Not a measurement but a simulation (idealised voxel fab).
Herein follows the process module entitled voxel self aligned contacts.
Xsec cut, 290 nm wide, square cell size 5 nm.
Think of the cross-section as a grid of square cells. We describe it in bands, top to bottom, and each band covers one or more rows of those cells.
The band entry comprises the height of the band's top followed by the height of its bottom, expressed in nm, and subsequently the band's materials from left to right, each stated together with its width in nm. Where a single material is marked with the word "full width", that material fills the band from edge to edge. The word "air" represents empty space.
Basically, 0 is our baseline, since under it the wafer straight out of the box is all one material. The bottom band has no lower end and keeps on going down, so it looks like "0..down".
The notation "30 to 40" denotes a width that varies across the rows of cells in the band, beginning at the first number in the top row, finishing at the second number in the bottom row, and changing by an identical amount from each row to the next.
It should be understood that the words "no change occurred", when stated for a given step, signify that the cross-section underwent no change in any of its cells during that step.
Unvented internal voids: empty space of 8 cells or more with no open way to the top, each as width x height at its distance from the left edge, in nm
Past the settings on a step's line: simulator remark, on that step.
overlay nm: where the mask lay relative to plan, measured to the right, on steps with a mask; negatives go left.
### Planned process steps
step 1: RECEIVE with material Si
step 2: CONFORMAL_DEP with material SiO2, thk nm 5
step 3: DIRECTIONAL_DEP with material polySi, thk nm 25
step 4: DIRECTIONAL_DEP with material SiN, thk nm 20
step 5: DIRECTIONAL_DEP with material aC, thk nm 15
step 6: PATTERN with tone cover, mask id GATE, material resist, width nm 30, pitch nm 75, thk nm 30, overlay nm 0
step 7: DIRECTIONAL_ETCH with etch materials aC, depth nm 15
step 8: STRIP with etch materials resist
step 9: DIRECTIONAL_ETCH with etch materials SiN, depth nm 20
step 10: DIRECTIONAL_ETCH with etch materials polySi, depth nm 25
step 11: STRIP with etch materials aC
step 12: CONFORMAL_DEP with material SiN, thk nm 10
step 13: DIRECTIONAL_ETCH with etch materials SiN, depth nm 10
step 14: FILL_DEP with material SiO2, thk nm 10
step 15: CMP with height nm 55
step 16: MASKED_ETCH with tone open, mask id CONTACT, width nm 55, pitch nm 75, etch materials SiO2, depth nm 55, overlay nm 0
step 17: CONFORMAL_DEP with material TiN, thk nm 5
step 18: FILL_DEP with material W, thk nm 5
step 19: CMP with height nm 55
step 20: CONFORMAL_DEP with material SiN, thk nm 5
### As-received wafer cross-section (after step 1)
0..down | Si full width
Unvented internal voids: none
### End-of-module XS, first of two wafers, run as planned
60..55 | SiN full width
55..50 | SiO2 (80) | TiN (20) | W (15) | TiN (20) | SiO2 (20) | TiN (20) | W (15) | TiN (20) | SiO2 (80)
50..30 | SiO2 (45) | SiN (50) | TiN (5) | W (15) | TiN (5) | SiN (50) | TiN (5) | W (15) | TiN (5) | SiN (50) | SiO2 (45)
30..5 | SiO2 (45) | SiN (10) | polySi (30) | SiN (10) | TiN (5) | W (15) | TiN (5) | SiN (10) | polySi (30) | SiN (10) | TiN (5) | W (15) | TiN (5) | SiN (10) | polySi (30) | SiN (10) | SiO2 (45)
5..0 | SiO2 (95) | TiN (25) | SiO2 (50) | TiN (25) | SiO2 (95)
0..down | Si full width
Unvented internal voids: none
### Here is the second of the two wafers cut open at the end of the module - same start, same plan as the first one, but we made one mistake running it
60..55 | SiN full width
55..35 | SiO2 (45) | SiN (10) | polySi (30) | SiN (10) | TiN (5) | W (15) | TiN (5) | SiN (10) | polySi (30) | SiN (10) | TiN (5) | W (15) | TiN (5) | SiN (10) | polySi (30) | SiN (10) | SiO2 (45)
35..30 | SiO2 (45) | SiN (10) | polySi (30) | SiN (10) | TiN (25) | SiN (10) | polySi (30) | SiN (10) | TiN (25) | SiN (10) | polySi (30) | SiN (10) | SiO2 (45)
30..5 | polySi full width
5..0 | SiO2 full width
0..down | Si full width
Unvented internal voids: none
Diagnosis: heads up, step 3 of the plan got done twice
End check, counted in cells, second wafer has more or fewer of these materials than the first: 120 fewer of SiN, 98 fewer of SiO2, 36 fewer of TiN, 36 fewer of W, 290 more of polySi
